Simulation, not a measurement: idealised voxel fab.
Process module under the name voxel wiring stack
Section shown: cut. Width: 210 nm. Cell size: 5 nm, square.
Cross-section = grid of square cells, listed top down in bands; band = one or more rows. Read a band's entry like this: the first values are the height of its top and the height of its bottom in nm, and what follows is the sequence of materials from left to right, each with its width in nm. Note that "air" is empty space, and that a single material marked "edge to edge" reaches across the band from edge to edge. Where do heights start? At 0: under that level the wafer as delivered is made of one material only. And the lowest band has no floor; it just carries on downward, as in "0 -> down". So if you see something like "30 to 40" for the width, read it as the top row of the band sitting at the first number and the bottom row at the second, with every row in between moving by the same amount as the last. "no change occurred", as given for a step, is the statement that not any cell of the cross-section underwent a change during that step. "Fully sealed cavities" lists enclosed empty spaces (at least 8 cells, no open path upward to the top), each as width x height at distance from the left edge, in nm. Text after the settings on a step's line: the simulator's own remark on that step. Each step line may optionally specify "overlay nm", which for a step with a mask gives the rightward distance between the mask's planned place and where it lay, a negative value indicating the leftward direction.
Steps planned for the process
1. RECEIVE,material Si
2. CONFORMAL_DEP,material SiO2,thk nm 15
3. DIRECTIONAL_DEP,material TiN,thk nm 5
4. DIRECTIONAL_DEP,material Ru,thk nm 25
5. DIRECTIONAL_DEP,material aC,thk nm 15
6. PATTERN,tone cover,mask id METAL_1,material resist,width nm 30,pitch nm 55,thk nm 35,overlay nm 0
7. DIRECTIONAL_ETCH,etch materials aC,depth nm 15
8. STRIP,etch materials resist
9. DIRECTIONAL_ETCH,etch materials Ru,depth nm 25
10. DIRECTIONAL_ETCH,etch materials TiN,depth nm 5
11. STRIP,etch materials aC
12. CONFORMAL_DEP,material SiN,thk nm 5
13. FILL_DEP,material SiO2,thk nm 5
14. CMP,height nm 45
15. CONFORMAL_DEP,material SiCN,thk nm 5
16. DIRECTIONAL_DEP,material SiO2,thk nm 35
17. MASKED_ETCH,tone open,mask id METAL_2_HOLES,width nm 15,pitch nm 55,etch materials SiO2,depth nm 35,overlay nm 0
18. MASKED_ETCH,tone open,mask id METAL_2,width nm 30,pitch nm 55,etch materials SiO2,depth nm 20,overlay nm 0
19. MASKED_ETCH,tone open,mask id METAL_2,width nm 30,pitch nm 55,etch materials SiCN,depth nm 5,overlay nm 0
20. CONFORMAL_DEP,material TiN,thk nm 5
21. FILL_DEP,material Ru,thk nm 5
22. CMP,height nm 85
23. CONFORMAL_DEP,material SiCN,thk nm 5
24. DIRECTIONAL_DEP,material lowk,thk nm 15
25. PATTERN,tone open,mask id PLUG_2,material resist,width nm 15,thk nm 20,overlay nm 0
26. DIRECTIONAL_ETCH,etch materials lowk,depth nm 15
27. DIRECTIONAL_ETCH,etch materials SiCN,depth nm 5
28. STRIP,etch materials resist
29. EPI,material Ru,thk nm 10
30. EPI,material Ru,thk nm 10
31. DIRECTIONAL_DEP,material TiN,thk nm 5
32. DIRECTIONAL_DEP,material Ru,thk nm 15
33. MASKED_ETCH,tone cover,mask id METAL_3,width nm 30,pitch nm 55,etch materials Ru,depth nm 15,overlay nm 0
34. MASKED_ETCH,tone cover,mask id METAL_3,width nm 30,pitch nm 55,etch materials TiN,depth nm 5,overlay nm 0
35. CONFORMAL_DEP,material SiN,thk nm 5
36. FILL_DEP,material SiO2,thk nm 10
37. CMP,height nm 125
38. CONFORMAL_DEP,material SiN,thk nm 5
Delivered wafer in cross-section: state after step 1
> 0 -> down  Si edge to edge
> Fully sealed cavities: none
a wafer at the end: this start, this plan, one mistake
> 130 -> 125  SiN edge to edge
> 125 -> 120  SiO2 edge to edge
> 120 -> 115  SiO2=55, then SiN=40, then SiO2=15, then SiN=40, then SiO2=60
> 115 -> 110  SiO2=55, then SiN=5, then Ru=30, then SiN=5, then SiO2=15, then SiN=5, then Ru=30, then SiN=5, then SiO2=60
> 110 -> 105  SiN=60, then TiN=30, then SiN=25, then TiN=30, then SiN=65
> 105 -> 90  lowk=60, then Ru=15, then lowk=135
> 90 -> 85  SiCN=60, then Ru=15, then SiCN=135
> 85 -> 70  SiO2=60, then TiN=5, then Ru=20, then TiN=5, then SiO2=25, then TiN=5, then Ru=20, then TiN=5, then SiO2=65
> 70 -> 65  SiO2=60, then TiN=5, then Ru=5, then TiN=20, then SiO2=25, then TiN=5, then Ru=5, then TiN=20, then SiO2=65
> 65 -> 50  SiO2=60, then TiN=5, then Ru=5, then TiN=5, then SiO2=40, then TiN=5, then Ru=5, then TiN=5, then SiO2=80
> 50 -> 45  SiCN=60, then TiN=15, then SiCN=40, then TiN=15, then SiCN=80
> 45 -> 20  SiO2=55, then SiN=5, then Ru=30, then SiN=5, then SiO2=15, then SiN=5, then Ru=30, then SiN=5, then SiO2=60
> 20 -> 15  SiN=60, then TiN=30, then SiN=25, then TiN=30, then SiN=65
> 15 -> 0  SiO2 edge to edge
> 0 -> down  Si edge to edge
> Fully sealed cavities: none
What went wrong in running the wafer? off-plan run, step 32, actual operation and settings DIRECTIONAL_DEP,material Ru,thk nm 5
